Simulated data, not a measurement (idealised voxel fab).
Module name: voxel tone inversion (process module)
Cross-section cut spans 295 nm and uses square cells 5 nm in size.
If you're reading a cross-section in this doc, picture square cells in a grid; it comes to you as bands, top ones listed first down to the bottom, and a band can be one or more rows of cells.
Per band: top height and bottom height in nm, followed by the left-to-right materials and their widths in nm; "full width" marks a single material spanning edge to edge, "blank" marks empty space.
It should be noted that heights are counted from 0, beneath which the wafer as supplied is of one material throughout, and that the lowest band possesses no lower boundary but continues downward, as written in "0 down".
A two-number width, for instance "30->40", indicates that the width is equal to the first number in the top row of the band and to the second number in the bottom row, and that it changes by a constant amount per row of cells.
Reading "nothing different" for a step: not a cell of the cross-section changed in it.
"closed voids" contains a list of empty spaces, each no smaller than 8 cells and without an open way to the top, written in the form width x height at distance with the distance from the left edge and all three in nm.
Where a step's line continues beyond its settings, the continuation is a remark by the simulator itself on that step.
overlay nm, on a step with a mask: how far to the right of its planned place the mask lay; to the left if negative

Listed below are the process steps as planned
1. RECEIVE (material Si)
2. CONFORMAL_DEP (material SiN; thk nm 10)
3. DIRECTIONAL_DEP (material polySi; thk nm 20)
4. PATTERN (tone cover; mask id POSTS; material resist; width nm 15; pitch nm 50; thk nm 30; overlay nm 0)
5. DIRECTIONAL_ETCH (etch materials polySi; depth nm 20)
6. STRIP (etch materials resist)
7. FILL_DEP (material lowk; thk nm 10)
8. CMP (height nm 30)
9. STRIP (etch materials polySi)
10. CONFORMAL_DEP (material TiN; thk nm 5)
11. FILL_DEP (material Ru; thk nm 5)
12. CMP (height nm 30)
13. CONFORMAL_DEP (material SiCN; thk nm 5)
Heads up: all these wafers start the same, and what changes between them is the width nm in step 4. The value you see in the plan is just what the first wafer got.

So this is the first of several wafers, cross-sectioned as it came to us, meaning it's at the end of step 1
* 0 down  Si full width
* closed voids: none

Module end state after final step 13: cross-section of the first of several wafers
* 35 to 30  SiCN full width
* 30 to 15  lowk: 115 / TiN: 5 / Ru: 5 / TiN: 5 / lowk: 35 / TiN: 5 / Ru: 5 / TiN: 5 / lowk: 115
* 15 to 10  lowk: 115 / TiN: 15 / lowk: 35 / TiN: 15 / lowk: 115
* 10 to 0  SiN full width
* 0 down  Si full width
* closed voids: none

At the end of the module, the last of several wafers in cross-section
* 35 to 30  SiCN full width
* 30 to 15  lowk: 105 / TiN: 5 / Ru: 25 / TiN: 5 / lowk: 15 / TiN: 5 / Ru: 25 / TiN: 5 / lowk: 105
* 15 to 10  lowk: 105 / TiN: 35 / lowk: 15 / TiN: 35 / lowk: 105
* 10 to 0  SiN full width
* 0 down  Si full width
* closed voids: none

Each row below is a wafer at the end of the module, listing for every material the number of cells it has gained (+) or lost (-) since it was received, followed by its closed voids
width nm 15, +6 Ru, +59 SiCN, +118 SiN, +18 TiN, +212 lowk, closed voids: none
width nm 20, +12 Ru, +59 SiCN, +118 SiN, +20 TiN, +204 lowk, closed voids: none
width nm 25, +18 Ru, +59 SiCN, +118 SiN, +22 TiN, +196 lowk, closed voids: none
width nm 30, +24 Ru, +59 SiCN, +118 SiN, +24 TiN, +188 lowk, closed voids: none
width nm 35, +30 Ru, +59 SiCN, +118 SiN, +26 TiN, +180 lowk, closed voids: none
